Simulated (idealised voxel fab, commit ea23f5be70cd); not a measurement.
Title: Process Module voxel trench capacitor
It is cross-section cut that appears here, measuring 295 nm in width, its square cells being 5 nm in size.
Format of a cross-section: grid, square cells. Given as bands. Order: top down. Band: one or more rows of cells.
Band: top and bottom heights (nm) first, top before bottom; then materials from left to right, widths in nm. "all across" marks a sole material filling the band edge to edge. "empty" denotes empty space.
Height datum 0, below which the as-received substrate wafer is one material. Lowest band open at the bottom, running downward: "from 0 down".
Top row gets the first number, bottom row gets the second, and each row in between changes by the same step: that is how a band width like "30->40" works.
The designation "no alterations made", where it is given for a processing step, indicates that no cell of the cross-section was altered in the course of that step.
Closed empty spaces (no open way to the top) of 8 cells or more are what "Trapped voids" lists, each as width x height at distance from the left edge, nm for all three.
Anything after a step's settings on that line? It's the simulator's own note about the step.
For masked steps, "overlay nm" on the step line gives how far right of plan the mask actually lay; a minus sign means it lay to the left.
[Here's what the planned process steps look like]
1. RECEIVE | material Si
2. CONFORMAL_DEP | material SiN | thk nm 10
3. DIRECTIONAL_DEP | material aC | thk nm 10
4. PATTERN | tone open | mask id TRENCH | material resist | width nm 20 | pitch nm 50 | thk nm 30 | overlay nm 0
5. DIRECTIONAL_ETCH | etch materials aC | depth nm 10
6. STRIP | etch materials resist
7. DIRECTIONAL_ETCH | etch materials SiN | depth nm 10
8. DIRECTIONAL_ETCH | etch materials Si | depth nm 35
9. STRIP | etch materials aC
10. CONFORMAL_DEP | material Al2O3 | thk nm 5
11. FILL_DEP | material polySi | thk nm 5
12. CMP | height nm 0
For clarity, it should be stated that the wafers under discussion commence in an identical condition and differ with respect to the height nm of step 12, the plan indicating the value that the first wafer had.
[Received condition of the first of several wafers, sectioned: post-step 1]
  from 0 down  Si all across
  Trapped voids: none
[Here's the first of several wafers in cross-section, end of the module, after the last step, step 12]
  from 0 to -30  Si=60 | Al2O3=5 | polySi=10 | Al2O3=5 | Si=30 | Al2O3=5 | polySi=10 | Al2O3=5 | Si=30 | Al2O3=5 | polySi=10 | Al2O3=5 | Si=30 | Al2O3=5 | polySi=10 | Al2O3=5 | Si=65
  from -30 to -35  Si=60 | Al2O3=20 | Si=30 | Al2O3=20 | Si=30 | Al2O3=20 | Si=30 | Al2O3=20 | Si=65
  from -35 down  Si all across
  Trapped voids: none
[Last wafer of the set, cross-sectioned at end of module]
  from 20 to 15  polySi all across
  from 15 to 10  Al2O3=65 | polySi=10 | Al2O3=40 | polySi=10 | Al2O3=40 | polySi=10 | Al2O3=40 | polySi=10 | Al2O3=70
  from 10 to 0  SiN=60 | Al2O3=5 | polySi=10 | Al2O3=5 | SiN=30 | Al2O3=5 | polySi=10 | Al2O3=5 | SiN=30 | Al2O3=5 | polySi=10 | Al2O3=5 | SiN=30 | Al2O3=5 | polySi=10 | Al2O3=5 | SiN=65
  from 0 to -30  Si=60 | Al2O3=5 | polySi=10 | Al2O3=5 | Si=30 | Al2O3=5 | polySi=10 | Al2O3=5 | Si=30 | Al2O3=5 | polySi=10 | Al2O3=5 | Si=30 | Al2O3=5 | polySi=10 | Al2O3=5 | Si=65
  from -30 to -35  Si=60 | Al2O3=20 | Si=30 | Al2O3=20 | Si=30 | Al2O3=20 | Si=30 | Al2O3=20 | Si=65
  from -35 down  Si all across
  Trapped voids: none
[Tabulated below, wafer by wafer, are the end-of-module results: for each material, the number of cells gained (+) or lost (-) relative to the as-received state, followed by the closed voids]
height nm 0, +64 Al2O3, -112 Si, +48 polySi, Trapped voids: none
height nm 5, +72 Al2O3, -112 Si, +43 SiN, +56 polySi, Trapped voids: none
height nm 10, +80 Al2O3, -112 Si, +86 SiN, +64 polySi, Trapped voids: none
height nm 15, +131 Al2O3, -112 Si, +86 SiN, +72 polySi, Trapped voids: none
height nm 20, +131 Al2O3, -112 Si, +86 SiN, +131 polySi, Trapped voids: none
